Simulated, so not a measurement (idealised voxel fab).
Presented below is a process module, voxel self aligned vias.
Square cells of 5 nm make up the cross-section cut, whose width is 260 nm.
Format of a cross-section: grid, square cells. Given as bands. Order: top down. Band: one or more rows of cells. Each band's line starts with the height of the band's top and of its bottom, in nm. Then come its materials from left to right, each with its width in nm. One material with "everywhere" fills the band from edge to edge. "blank" is empty space. Heights from 0 (as-received wafer is one material below). Bottom band endless downward, as "0 nm and below". Think of "30 to 40" as a width that walks from the first number to the second as you go down the band, top row to bottom row, taking equal-sized steps from row to row. No cell of the cross-section changed in a step that is given as "all unchanged". "Cavities, closed" means: voids of 8 cells or more that are shut off from the top with no open way through. Written width x height at distance, distance from the left edge, in nm. That trailing text on a step's line, after the settings, is the simulator's own remark on the step. A step's line can hold "overlay nm"; with a mask on that step, the setting says how far right of the planned place the mask lay, while a negative setting says it lay to the left.

[Here's what the planned process steps look like]
1) RECEIVE (material Si)
2) CONFORMAL_DEP (material SiO2; thk nm 10)
3) CONFORMAL_DEP (material SiCN; thk nm 5)
4) DIRECTIONAL_DEP (material lowk; thk nm 30)
5) MASKED_ETCH (tone open; mask id LINES; width nm 25; pitch nm 60; etch materials lowk; depth nm 30; overlay nm 0)
6) CONFORMAL_DEP (material TiN; thk nm 5)
7) FILL_DEP (material Ru; thk nm 10)
8) CMP (height nm 45)
9) SELECTIVE_ETCH (etch materials W Ru TiN; depth nm 5)
10) FILL_DEP (material SiN; thk nm 5)
11) CMP (height nm 45)
12) DIRECTIONAL_DEP (material lowk; thk nm 15)
13) PATTERN (tone open; mask id VIAS; material resist; width nm 35; pitch nm 60; thk nm 15; overlay nm 0)
14) DIRECTIONAL_ETCH (etch materials lowk; depth nm 15)
15) DIRECTIONAL_ETCH (etch materials SiN; depth nm 5)
16) STRIP (etch materials resist)
17) CONFORMAL_DEP (material TiN; thk nm 5)
18) FILL_DEP (material Cu; thk nm 10)
19) CMP (height nm 60)
20) CONFORMAL_DEP (material SiCN; thk nm 5)

[Below: the first of two wafers, run as planned]

[The cross-section here shows the wafer as received, i.e. in its state after step 1]
	0 nm and below = Si everywhere
	Cavities, closed: none

[Cross-section through the wafer, step 2 finished]
	10 nm to 0 nm = SiO2 everywhere
	Below 0, the layers are the same as they were.

[Cross-section through the wafer, step 3 finished]
	15 nm to 10 nm = SiCN everywhere
	Below 10, the layers are the same as they were.

[Cross-section through the wafer, step 4 finished]
	45 nm to 15 nm = lowk everywhere
	Below 15, the layers are the same as they were.

[Cross-section through the wafer, step 5 finished]
	45 nm to 15 nm = 55 lowk, 25 blank, 35 lowk, 25 blank, 35 lowk, 25 blank, 60 lowk
	Below 15, the layers are the same as they were.

[Cross-section through the wafer, step 6 finished]
	50 nm to 45 nm = 60 TiN, 15 blank, 45 TiN, 15 blank, 45 TiN, 15 blank, 65 TiN
	45 nm to 20 nm = 55 lowk, 5 TiN, 15 blank, 5 TiN, 35 lowk, 5 TiN, 15 blank, 5 TiN, 35 lowk, 5 TiN, 15 blank, 5 TiN, 60 lowk
	20 nm to 15 nm = 55 lowk, 25 TiN, 35 lowk, 25 TiN, 35 lowk, 25 TiN, 60 lowk
	Below 15, the layers are the same as they were.

[Cross-section through the wafer, step 7 finished]
	60 nm to 50 nm = Ru everywhere
	50 nm to 45 nm = 60 TiN, 15 Ru, 45 TiN, 15 Ru, 45 TiN, 15 Ru, 65 TiN
	45 nm to 20 nm = 55 lowk, 5 TiN, 15 Ru, 5 TiN, 35 lowk, 5 TiN, 15 Ru, 5 TiN, 35 lowk, 5 TiN, 15 Ru, 5 TiN, 60 lowk
	Below 20, the layers are the same as they were.

[Cross-section through the wafer, step 8 finished]
	45 nm to 20 nm = 55 lowk, 5 TiN, 15 Ru, 5 TiN, 35 lowk, 5 TiN, 15 Ru, 5 TiN, 35 lowk, 5 TiN, 15 Ru, 5 TiN, 60 lowk
	Below 20, the layers are the same as they were.

[Cross-section through the wafer, step 9 finished]
	45 nm to 40 nm = 55 lowk, 25 blank, 35 lowk, 25 blank, 35 lowk, 25 blank, 60 lowk
	Below 40, the layers are the same as they were.

[Cross-section through the wafer, step 10 finished]
	50 nm to 45 nm = SiN everywhere
	45 nm to 40 nm = 55 lowk, 25 SiN, 35 lowk, 25 SiN, 35 lowk, 25 SiN, 60 lowk
	Below 40, the layers are the same as they were.

[Cross-section through the wafer, step 11 finished]
	45 nm to 40 nm = 55 lowk, 25 SiN, 35 lowk, 25 SiN, 35 lowk, 25 SiN, 60 lowk
	Below 40, the layers are the same as they were.

[Cross-section through the wafer, step 12 finished]
	60 nm to 45 nm = lowk everywhere
	Below 45, the layers are the same as they were.

[Cross-section through the wafer, step 13 finished]
	75 nm to 60 nm = 50 resist, 35 blank, 25 resist, 35 blank, 25 resist, 35 blank, 55 resist
	Below 60, the layers are the same as they were.

[Cross-section through the wafer, step 14 finished]
	75 nm to 60 nm = 50 resist, 35 blank, 25 resist, 35 blank, 25 resist, 35 blank, 55 resist
	60 nm to 45 nm = 50 lowk, 35 blank, 25 lowk, 35 blank, 25 lowk, 35 blank, 55 lowk
	Below 45, the layers are the same as they were.

[Cross-section through the wafer, step 15 finished]
	75 nm to 60 nm = 50 resist, 35 blank, 25 resist, 35 blank, 25 resist, 35 blank, 55 resist
	60 nm to 45 nm = 50 lowk, 35 blank, 25 lowk, 35 blank, 25 lowk, 35 blank, 55 lowk
	45 nm to 40 nm = 55 lowk, 25 blank, 35 lowk, 25 blank, 35 lowk, 25 blank, 60 lowk
	Below 40, the layers are the same as they were.

[Cross-section through the wafer, step 16 finished]
	60 nm to 45 nm = 50 lowk, 35 blank, 25 lowk, 35 blank, 25 lowk, 35 blank, 55 lowk
	Below 45, the layers are the same as they were.

[Cross-section through the wafer, step 17 finished]
	65 nm to 60 nm = 55 TiN, 25 blank, 35 TiN, 25 blank, 35 TiN, 25 blank, 60 TiN
	60 nm to 50 nm = 50 lowk, 5 TiN, 25 blank, 5 TiN, 25 lowk, 5 TiN, 25 blank, 5 TiN, 25 lowk, 5 TiN, 25 blank, 5 TiN, 55 lowk
	50 nm to 45 nm = 50 lowk, 10 TiN, 15 blank, 10 TiN, 25 lowk, 10 TiN, 15 blank, 10 TiN, 25 lowk, 10 TiN, 15 blank, 10 TiN, 55 lowk
	45 nm to 40 nm = 55 lowk, 25 TiN, 35 lowk, 25 TiN, 35 lowk, 25 TiN, 60 lowk
	Below 40, the layers are the same as they were.

[Cross-section through the wafer, step 18 finished]
	75 nm to 65 nm = Cu everywhere
	65 nm to 60 nm = 55 TiN, 25 Cu, 35 TiN, 25 Cu, 35 TiN, 25 Cu, 60 TiN
	60 nm to 50 nm = 50 lowk, 5 TiN, 25 Cu, 5 TiN, 25 lowk, 5 TiN, 25 Cu, 5 TiN, 25 lowk, 5 TiN, 25 Cu, 5 TiN, 55 lowk
	50 nm to 45 nm = 50 lowk, 10 TiN, 15 Cu, 10 TiN, 25 lowk, 10 TiN, 15 Cu, 10 TiN, 25 lowk, 10 TiN, 15 Cu, 10 TiN, 55 lowk
	Below 45, the layers are the same as they were.

[Cross-section through the wafer, step 19 finished]
	60 nm to 50 nm = 50 lowk, 5 TiN, 25 Cu, 5 TiN, 25 lowk, 5 TiN, 25 Cu, 5 TiN, 25 lowk, 5 TiN, 25 Cu, 5 TiN, 55 lowk
	Below 50, the layers are the same as they were.

[Cross-section through the wafer, step 20 finished]
	65 nm to 60 nm = SiCN everywhere
	Below 60, the layers are the same as they were.

[Wafer two of two - same starting point, same process plan, one mistake in execution; matches wafer one up to and including step 4]

[X-section, second wafer, when step 5 was due to finish]
	45 nm to 15 nm = 60 lowk, 15 blank, 45 lowk, 15 blank, 45 lowk, 15 blank, 65 lowk
	Below 15, the layers are the same as they were.

[X-section, second wafer, when step 6 was due to finish]
	50 nm to 45 nm = 65 TiN, 5 blank, 55 TiN, 5 blank, 55 TiN, 5 blank, 70 TiN
	45 nm to 20 nm = 60 lowk, 5 TiN, 5 blank, 5 TiN, 45 lowk, 5 TiN, 5 blank, 5 TiN, 45 lowk, 5 TiN, 5 blank, 5 TiN, 65 lowk
	20 nm to 15 nm = 60 lowk, 15 TiN, 45 lowk, 15 TiN, 45 lowk, 15 TiN, 65 lowk
	Below 15, the layers are the same as they were.

[X-section, second wafer, when step 7 was due to finish]
	60 nm to 50 nm = Ru everywhere
	50 nm to 45 nm = 65 TiN, 5 Ru, 55 TiN, 5 Ru, 55 TiN, 5 Ru, 70 TiN
	45 nm to 20 nm = 60 lowk, 5 TiN, 5 Ru, 5 TiN, 45 lowk, 5 TiN, 5 Ru, 5 TiN, 45 lowk, 5 TiN, 5 Ru, 5 TiN, 65 lowk
	Below 20, the layers are the same as they were.

[X-section, second wafer, when step 8 was due to finish]
	45 nm to 20 nm = 60 lowk, 5 TiN, 5 Ru, 5 TiN, 45 lowk, 5 TiN, 5 Ru, 5 TiN, 45 lowk, 5 TiN, 5 Ru, 5 TiN, 65 lowk
	Below 20, the layers are the same as they were.

[X-section, second wafer, when step 9 was due to finish]
	45 nm to 40 nm = 60 lowk, 15 blank, 45 lowk, 15 blank, 45 lowk, 15 blank, 65 lowk
	Below 40, the layers are the same as they were.

[X-section, second wafer, when step 10 was due to finish]
	50 nm to 45 nm = SiN everywhere
	45 nm to 40 nm = 60 lowk, 15 SiN, 45 lowk, 15 SiN, 45 lowk, 15 SiN, 65 lowk
	Below 40, the layers are the same as they were.

[X-section, second wafer, when step 11 was due to finish]
	45 nm to 40 nm = 60 lowk, 15 SiN, 45 lowk, 15 SiN, 45 lowk, 15 SiN, 65 lowk
	Below 40, the layers are the same as they were.

[X-section, second wafer, when step 12 was due to finish]
	60 nm to 45 nm = lowk everywhere
	Below 45, the layers are the same as they were.

[X-section, second wafer, when step 13 was due to finish]
	75 nm to 60 nm = 50 resist, 35 blank, 25 resist, 35 blank, 25 resist, 35 blank, 55 resist
	Below 60, the layers are the same as they were.

[X-section, second wafer, when step 14 was due to finish]
	75 nm to 60 nm = 50 resist, 35 blank, 25 resist, 35 blank, 25 resist, 35 blank, 55 resist
	60 nm to 45 nm = 50 lowk, 35 blank, 25 lowk, 35 blank, 25 lowk, 35 blank, 55 lowk
	Below 45, the layers are the same as they were.

[X-section, second wafer, when step 15 was due to finish]
	75 nm to 60 nm = 50 resist, 35 blank, 25 resist, 35 blank, 25 resist, 35 blank, 55 resist
	60 nm to 45 nm = 50 lowk, 35 blank, 25 lowk, 35 blank, 25 lowk, 35 blank, 55 lowk
	45 nm to 40 nm = 60 lowk, 15 blank, 45 lowk, 15 blank, 45 lowk, 15 blank, 65 lowk
	Below 40, the layers are the same as they were.

[X-section, second wafer, when step 16 was due to finish]
	60 nm to 45 nm = 50 lowk, 35 blank, 25 lowk, 35 blank, 25 lowk, 35 blank, 55 lowk
	Below 45, the layers are the same as they were.

[X-section, second wafer, when step 17 was due to finish]
	65 nm to 60 nm = 55 TiN, 25 blank, 35 TiN, 25 blank, 35 TiN, 25 blank, 60 TiN
	60 nm to 50 nm = 50 lowk, 5 TiN, 25 blank, 5 TiN, 25 lowk, 5 TiN, 25 blank, 5 TiN, 25 lowk, 5 TiN, 25 blank, 5 TiN, 55 lowk
	50 nm to 45 nm = 50 lowk, 15 TiN, 5 blank, 15 TiN, 25 lowk, 15 TiN, 5 blank, 15 TiN, 25 lowk, 15 TiN, 5 blank, 15 TiN, 55 lowk
	45 nm to 40 nm = 60 lowk, 15 TiN, 45 lowk, 15 TiN, 45 lowk, 15 TiN, 65 lowk
	Below 40, the layers are the same as they were.

[X-section, second wafer, when step 18 was due to finish]
	75 nm to 65 nm = Cu everywhere
	65 nm to 60 nm = 55 TiN, 25 Cu, 35 TiN, 25 Cu, 35 TiN, 25 Cu, 60 TiN
	60 nm to 50 nm = 50 lowk, 5 TiN, 25 Cu, 5 TiN, 25 lowk, 5 TiN, 25 Cu, 5 TiN, 25 lowk, 5 TiN, 25 Cu, 5 TiN, 55 lowk
	50 nm to 45 nm = 50 lowk, 15 TiN, 5 Cu, 15 TiN, 25 lowk, 15 TiN, 5 Cu, 15 TiN, 25 lowk, 15 TiN, 5 Cu, 15 TiN, 55 lowk
	Below 45, the layers are the same as they were.

[X-section, second wafer, when step 19 was due to finish]
	60 nm to 50 nm = 50 lowk, 5 TiN, 25 Cu, 5 TiN, 25 lowk, 5 TiN, 25 Cu, 5 TiN, 25 lowk, 5 TiN, 25 Cu, 5 TiN, 55 lowk
	Below 50, the layers are the same as they were.

[X-section, second wafer, when step 20 was due to finish]
	65 nm to 60 nm = SiCN everywhere
	Below 60, the layers are the same as they were.
Where did the run depart from the plan? for step 5, the planned setting was not used; the step was instead run as MASKED_ETCH (tone open; mask id LINES; width nm 15; pitch nm 60; etch materials lowk; depth nm 30; overlay nm 0)
In the final state, the cell counts of the second wafer exceed or fall short of those of the first for the following materials: -6 Cu; -24 Ru; -6 TiN; +36 lowk
